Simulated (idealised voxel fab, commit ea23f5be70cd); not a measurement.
The process module presented herein is designated voxel self aligned vias.
Shown is cross-section cut, with a width of 185 nm and square cells of size 5 nm.
We lay out every cross-section as a grid of square cells and spell it out in bands from the top down, where one band means one or more rows of cells.
Top height, bottom height, nm. Materials left to right, width each, nm. Single material + "all across" = fills band edge to edge. "empty" = empty.
Note: height 0 marks the level under which the wafer is uniformly one material as received. Lowest band unbounded below, written "0 down".
When a width is written as two numbers, as in "30..40", the first number is the width in the top row of cells of the band and the second is the width in its bottom row, and the width changes by the same amount from each row to the next.
The designation "nothing changed", where it is given for a processing step, indicates that no cell of the cross-section was altered in the course of that step.
This entry, "Enclosed voids", enumerates those empty regions of no fewer than 8 cells that possess no open connection to the top. Each region is reported in the form width x height at distance, the distance being taken from the left edge, with all three quantities expressed in nm.
It should be noted that, on the line of a given step, the content following the step's settings is a remark produced by the simulator itself with respect to that step.
For masked steps, "overlay nm" on the step line gives how far right of plan the mask actually lay; a minus sign means it lay to the left.
[Process steps foreseen in the plan]
1,RECEIVE: material Si
2,CONFORMAL_DEP: material SiO2, thk nm 10
3,CONFORMAL_DEP: material SiCN, thk nm 5
4,DIRECTIONAL_DEP: material SiO2, thk nm 25
5,PATTERN: tone open, mask id LINES, material resist, width nm 25, pitch nm 55, thk nm 20, overlay nm 0
6,DIRECTIONAL_ETCH: etch materials SiO2, depth nm 25
7,STRIP: etch materials resist
8,CONFORMAL_DEP: material TiN, thk nm 5
9,FILL_DEP: material Ru, thk nm 5
10,CMP: height nm 40
11,SELECTIVE_ETCH: etch materials W Ru TiN, depth nm 5
12,FILL_DEP: material SiN, thk nm 5
13,CMP: height nm 40
14,DIRECTIONAL_DEP: material SiO2, thk nm 15
15,DIRECTIONAL_DEP: material aC, thk nm 10
16,PATTERN: tone open, mask id VIAS, material resist, width nm 35, thk nm 30, overlay nm 0
17,DIRECTIONAL_ETCH: etch materials aC, depth nm 10
18,STRIP: etch materials resist
19,DIRECTIONAL_ETCH: etch materials SiO2, depth nm 15
20,DIRECTIONAL_ETCH: etch materials SiN, depth nm 5
21,STRIP: etch materials aC
22,CONFORMAL_DEP: material TiN, thk nm 5
23,FILL_DEP: material Cu, thk nm 5
24,CMP: height nm 55
25,CONFORMAL_DEP: material SiN, thk nm 5
[This is the cross-section of the wafer as we received it, i.e. after step 1]
- 0 down  Si all across
- Enclosed voids: none
[The cross-section shown corresponds to the wafer at the conclusion of the module. The initial structure and the process plan are those presented above; however, one mistake occurred in executing the plan]
- 60 to 55  SiN all across
- 55 to 40  45 of SiO2, then 5 of TiN, then 25 of Cu, then 5 of TiN, then 105 of SiO2
- 40 to 35  45 of SiO2, then 35 of TiN, then 25 of SiO2, then 25 of SiN, then 55 of SiO2
- 35 to 25  45 of SiO2, then 10 of TiN, then 15 of Ru, then 10 of TiN, then 25 of SiO2, then 5 of TiN, then 15 of Ru, then 5 of TiN, then 55 of SiO2
- 25 to 20  50 of SiO2, then 5 of TiN, then 15 of Ru, then 5 of TiN, then 30 of SiO2, then 5 of TiN, then 15 of Ru, then 5 of TiN, then 55 of SiO2
- 20 to 15  50 of SiO2, then 25 of TiN, then 30 of SiO2, then 25 of TiN, then 55 of SiO2
- 15 to 10  SiCN all across
- 10 to 0  SiO2 all across
- 0 down  Si all across
- Enclosed voids: none
What broke from the plan during processing? the plan's step 19 ran twice
